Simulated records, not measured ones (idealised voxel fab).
The document below concerns the process module designated voxel wiring stack.
Cross-sectional view cut (width: 140 nm; square cell size: 5 nm).
A cross-section is written here as square cells arranged in a grid, and it is given in bands from the top down, each band taking up one or more rows of cells.
Heights first: top, then bottom, in nm. Then materials, left to right, each with a width in nm. "edge to edge" on a single material: fills the band edge to edge. "blank": empty space.
Convention: height 0 is the level below which the wafer, as received, is all one material. The lowest band does not terminate at the bottom but continues downward, represented as "0 and below".
Width spec "30 to 40" -> top row of cells at first value, bottom row at second value, equal per-row change in between.
The designation "left unchanged", where it is given for a processing step, indicates that no cell of the cross-section was altered in the course of that step.
In "Cavities, closed" the enclosed voids are listed, meaning empty spaces of 8 cells or larger without any opening to the top. The form is width x height at distance, distance from the left edge, units nm.
Past the settings on a step's line: simulator remark, on that step.
Each step line may optionally specify "overlay nm", which for a step with a mask gives the rightward distance between the mask's planned place and where it lay, a negative value indicating the leftward direction.

-- These are the steps we planned for the process
| 1 | op RECEIVE | material Si |
| 2 | op CONFORMAL_DEP | material SiO2 | thk nm 15 |
| 3 | op DIRECTIONAL_DEP | material TiN | thk nm 5 |
| 4 | op DIRECTIONAL_DEP | material W | thk nm 15 |
| 5 | op PATTERN | tone cover | mask id METAL_1 | material resist | width nm 20 | pitch nm 40 | thk nm 20 | overlay nm 0 |
| 6 | op DIRECTIONAL_ETCH | etch materials W | depth nm 15 |
| 7 | op DIRECTIONAL_ETCH | etch materials TiN | depth nm 5 |
| 8 | op STRIP | etch materials resist |
| 9 | op FILL_DEP | material SiO2 | thk nm 5 |
| 10 | op CMP | height nm 35 |
| 11 | op CONFORMAL_DEP | material SiCN | thk nm 5 |
| 12 | op DIRECTIONAL_DEP | material lowk | thk nm 35 |
| 13 | op MASKED_ETCH | tone open | mask id METAL_2_HOLES | width nm 15 | pitch nm 40 | etch materials lowk | depth nm 35 | overlay nm 0 |
| 14 | op PATTERN | tone open | mask id METAL_2 | material resist | width nm 20 | pitch nm 40 | thk nm 15 | overlay nm 0 |
| 15 | op DIRECTIONAL_ETCH | etch materials lowk | depth nm 20 |
| 16 | op DIRECTIONAL_ETCH | etch materials SiCN | depth nm 5 |
| 17 | op STRIP | etch materials resist |
| 18 | op CONFORMAL_DEP | material TiN | thk nm 5 |
| 19 | op FILL_DEP | material Ru | thk nm 5 |
| 20 | op CMP | height nm 75 |
| 21 | op CONFORMAL_DEP | material SiN | thk nm 5 |
Variable across wafers: step 3 thk nm (plan value is that of the first wafer; starting state common to all).

-- The first of several wafers, as received after step 1, seen in section
- 0 and below | Si edge to edge
- Cavities, closed: none

-- Take any row and you have a wafer at the end of the module: how many cells of each material it has gained (+) or lost (-) since it was received, and then its closed voids
thk nm 5; +30 Ru; +19 SiCN; +28 SiN; +148 SiO2; +66 TiN; +36 W; +121 lowk; Cavities, closed: none
thk nm 10; +30 Ru; +19 SiCN; +28 SiN; +132 SiO2; +94 TiN; +24 W; +121 lowk; Cavities, closed: none
thk nm 15; +30 Ru; +19 SiCN; +28 SiN; +116 SiO2; +122 TiN; +12 W; +121 lowk; Cavities, closed: none
thk nm 20; +30 Ru; +19 SiCN; +28 SiN; +100 SiO2; +150 TiN; +121 lowk; Cavities, closed: none
